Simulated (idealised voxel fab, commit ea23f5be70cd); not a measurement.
process module | voxel local oxidation
cross-section cut | 170 nm wide | cells 5 nm
A cross-section is a grid of square cells, given in bands from the top down. A band is one or more rows of cells.
Each band's line starts with the height of the band's top and of its bottom, in nm. Then come its materials from left to right, each with its width in nm. One material with "throughout" fills the band from edge to edge. "air" is empty space.
Height 0 is the level under which the wafer as received is all one material. The lowest band goes on downwards, as in "0 down".
A width such as "30 to 40" changes by the same amount from each row of cells to the next, from the band's top row to its bottom row.
"no change" after a step means that no cell of the cross-section changed.
closed voids: empty space of 8 cells or more with no open way to the top, each as width x height at its distance from the left edge, in nm
after a step's settings: what the simulator itself notes on the step
overlay nm, on a step with a mask: how far to the right of its planned place the mask lay; to the left if negative
plan
1 op RECEIVE | material Si
2 op CONFORMAL_DEP | material SiO2 | thk nm 5
3 op CONFORMAL_DEP | material SiN | thk nm 15
4 op DIRECTIONAL_DEP | material aC | thk nm 15
5 op PATTERN | tone cover | mask id ACTIVE | material resist | width nm 100 | thk nm 30 | overlay nm 0
6 op DIRECTIONAL_ETCH | etch materials aC | depth nm 15
7 op STRIP | etch materials resist
8 op DIRECTIONAL_ETCH | etch materials SiN | depth nm 15
9 op STRIP | etch materials aC
10 op SELECTIVE_ETCH | etch materials SiO2 | depth nm 5
11 op OXIDIZE | depth nm 10
12 op STRIP | etch materials SiN
as received, after step 1
  0 down: Si throughout
  closed voids: none
a wafer at the end: this start, this plan, one mistake
  30 to 20: SiO2 throughout
  20 to 5: SiN throughout
  5 to 0: SiO2 throughout
  0 down: Si throughout
  closed voids: none
what went wrong: step 4 ran as: op DIRECTIONAL_DEP | material SiO2 | thk nm 15
